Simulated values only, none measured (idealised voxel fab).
Name of the process module below: voxel ribs on slabs
The cross-section shown here is cut; it is 160 nm wide and divided into square cells measuring 5 nm on a side.
Cross-section = grid of square cells, listed top down in bands; band = one or more rows.
In this notation a band is specified by the heights of its top and bottom, in that order and in nm, after which its materials appear from left to right, each paired with its width in nm. The word "all across" attached to a single material means that material fills the band from edge to edge; the word "blank" stands for empty space.
All heights in this document are referenced to 0, defined as the level beneath which the wafer, as received, consists entirely of one material. The lowest band is not bounded below; it extends indefinitely downward and is written in the form "0 and below".
A width given as "30 to 40" starts at the first number in the band's top row and ends at the second number in its bottom row, shifting by an equal amount at every step from row to row.
Basically "all unchanged" means that step didn't change any cell in the cross-section.
In "Enclosed empty spaces" the enclosed voids are listed, meaning empty spaces of 8 cells or larger without any opening to the top. The form is width x height at distance, distance from the left edge, units nm.
The remark found on a step's line after its settings is issued by the simulator itself and pertains to that step.
"overlay nm" answers the question of how far to the right of plan the mask lay on a step that has a mask, and when it is negative the answer is to the left.

-- These are the steps we planned for the process
1: RECEIVE, material Si
2: DIRECTIONAL_DEP, material SiO2, thk nm 20
3: DIRECTIONAL_DEP, material polySi, thk nm 25
4: DIRECTIONAL_DEP, material aC, thk nm 10
5: PATTERN, tone cover, mask id RIB, material resist, width nm 30, thk nm 25, overlay nm 0
6: DIRECTIONAL_ETCH, etch materials aC, depth nm 10
7: STRIP, etch materials resist
8: DIRECTIONAL_ETCH, etch materials polySi, depth nm 5
9: STRIP, etch materials aC
10: DIRECTIONAL_DEP, material aC, thk nm 15
11: PATTERN, tone cover, mask id SLAB, material resist, width nm 80, thk nm 35, overlay nm 0
12: DIRECTIONAL_ETCH, etch materials aC, depth nm 15
13: STRIP, etch materials resist
14: DIRECTIONAL_ETCH, etch materials polySi, depth nm 20
15: STRIP, etch materials aC
16: FILL_DEP, material SiO2, thk nm 20
17: CMP, height nm 60
18: DIRECTIONAL_DEP, material W, thk nm 10
19: DIRECTIONAL_DEP, material aC, thk nm 15
20: PATTERN, tone cover, mask id HEATER, material resist, width nm 40, thk nm 30, overlay nm 0
21: DIRECTIONAL_ETCH, etch materials aC, depth nm 15
22: STRIP, etch materials resist
23: DIRECTIONAL_ETCH, etch materials W, depth nm 10
24: STRIP, etch materials aC
25: CONFORMAL_DEP, material SiO2, thk nm 10

-- Step 1 complete: cross-section of the wafer as received
	0 and below  Si all across
	Enclosed empty spaces: none

-- This is how the wafer looks in cross-section once the module is done, given the starting state and plan above and one mistake in carrying the plan out
	75 down to 65  50 blank  60 SiO2  50 blank
	65 down to 55  60 SiO2  40 W  60 SiO2
	55 down to 45  SiO2 all across
	45 down to 40  65 SiO2  30 polySi  65 SiO2
	40 down to 20  40 SiO2  80 polySi  40 SiO2
	20 down to 0  SiO2 all across
	0 and below  Si all across
	Enclosed empty spaces: none
The plan and the run diverged here: step 17 changed vs plan, executed as CMP, height nm 55
